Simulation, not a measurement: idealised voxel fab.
The process module that follows is named voxel wiring stack.
The figure presents cross-section cut, which has a width of 185 nm and is divided into square cells with an edge length of 5 nm.
Cross-sections here: square-cell grids, written as top-down lists of bands, a band being one or more rows of cells. The band entry comprises the height of the band's top followed by the height of its bottom, expressed in nm, and subsequently the band's materials from left to right, each stated together with its width in nm. Where a single material is marked with the word "full width", that material fills the band from edge to edge. The word "air" represents empty space. Heights are measured from 0, the level below which the as-received wafer is all one material; the lowest band has no bottom and continues downward, written as in "0 nm and below". Width spec "30..40" -> top row of cells at first value, bottom row at second value, equal per-row change in between. Basically "no modification" means that step didn't change any cell in the cross-section. Basically, "Unvented voids" tells you about the enclosed voids: empty spaces with no open way to the top, 8 cells or bigger, each written width x height at distance, where distance is from the left edge, all in nm. What comes after the settings on a step's line is commentary from the simulator itself on that step. The line of a step may include "overlay nm". On a step with a mask, this value is how far to the right of its planned place the mask lay. A negative value means the mask lay to the left.
[List of planned process steps]
step 1: RECEIVE: material Si
step 2: CONFORMAL_DEP: material SiO2, thk nm 10
step 3: CONFORMAL_DEP: material SiCN, thk nm 5
step 4: DIRECTIONAL_DEP: material SiO2, thk nm 20
step 5: DIRECTIONAL_DEP: material aC, thk nm 15
step 6: PATTERN: tone open, mask id METAL_1, material resist, width nm 30, pitch nm 50, thk nm 35, overlay nm 0
step 7: DIRECTIONAL_ETCH: etch materials aC, depth nm 15
step 8: STRIP: etch materials resist
step 9: DIRECTIONAL_ETCH: etch materials SiO2, depth nm 20
step 10: DIRECTIONAL_ETCH: etch materials SiCN, depth nm 5
step 11: STRIP: etch materials aC
step 12: CONFORMAL_DEP: material TiN, thk nm 5
step 13: FILL_DEP: material Ru, thk nm 5
step 14: CMP: height nm 35
step 15: CONFORMAL_DEP: material SiCN, thk nm 5
step 16: DIRECTIONAL_DEP: material lowk, thk nm 35
step 17: PATTERN: tone open, mask id METAL_2, material resist, width nm 30, pitch nm 50, thk nm 20, overlay nm 0
step 18: DIRECTIONAL_ETCH: etch materials lowk, depth nm 20
step 19: STRIP: etch materials resist
step 20: PATTERN: tone open, mask id METAL_2_HOLES, material resist, width nm 15, pitch nm 50, thk nm 15, overlay nm 0
step 21: DIRECTIONAL_ETCH: etch materials lowk, depth nm 15
step 22: DIRECTIONAL_ETCH: etch materials SiCN, depth nm 5
step 23: STRIP: etch materials resist
step 24: CONFORMAL_DEP: material TiN, thk nm 5
step 25: FILL_DEP: material Cu, thk nm 5
step 26: CMP: height nm 75
step 27: CONFORMAL_DEP: material SiN, thk nm 5
[The cross-section here shows the wafer as received, i.e. in its state after step 1]
0 nm and below = Si full width
Unvented voids: none
[Cross-sectional view of the first of the two wafers upon completion of the module, processed in accordance with the plan]
80 nm to 75 nm = SiN full width
75 nm to 60 nm = lowk 50 nm, TiN 5 nm, Cu 20 nm, TiN 5 nm, lowk 20 nm, TiN 5 nm, Cu 20 nm, TiN 5 nm, lowk 55 nm
60 nm to 55 nm = lowk 50 nm, TiN 5 nm, Cu 5 nm, TiN 20 nm, lowk 20 nm, TiN 5 nm, Cu 5 nm, TiN 20 nm, lowk 55 nm
55 nm to 40 nm = lowk 50 nm, TiN 5 nm, Cu 5 nm, TiN 5 nm, lowk 35 nm, TiN 5 nm, Cu 5 nm, TiN 5 nm, lowk 70 nm
40 nm to 35 nm = SiCN 50 nm, TiN 15 nm, SiCN 35 nm, TiN 15 nm, SiCN 70 nm
35 nm to 15 nm = SiO2 50 nm, TiN 5 nm, Ru 20 nm, TiN 5 nm, SiO2 20 nm, TiN 5 nm, Ru 20 nm, TiN 5 nm, SiO2 55 nm
15 nm to 10 nm = SiCN 50 nm, TiN 30 nm, SiCN 20 nm, TiN 30 nm, SiCN 55 nm
10 nm to 0 nm = SiO2 full width
0 nm and below = Si full width
Unvented voids: none
[The second wafer, shown in cross-section after the module: started the same way as the first and given the same plan, yet one mistake crept into how it was run]
80 nm to 75 nm = SiN full width
75 nm to 70 nm = SiCN 50 nm, TiN 15 nm, SiCN 35 nm, TiN 15 nm, SiCN 70 nm
70 nm to 35 nm = lowk full width
35 nm to 15 nm = SiO2 50 nm, TiN 5 nm, Ru 20 nm, TiN 5 nm, SiO2 20 nm, TiN 5 nm, Ru 20 nm, TiN 5 nm, SiO2 55 nm
15 nm to 10 nm = SiCN 50 nm, TiN 30 nm, SiCN 20 nm, TiN 30 nm, SiCN 55 nm
10 nm to 0 nm = SiO2 full width
0 nm and below = Si full width
Unvented voids: none
It is concluded that the wafer was processed incorrectly with respect to the plan, in that note: step 15 <-> step 16, run order reversed vs plan
Cell-count delta at end, second wafer over first, by material: -32 Cu, -34 TiN, +66 lowk
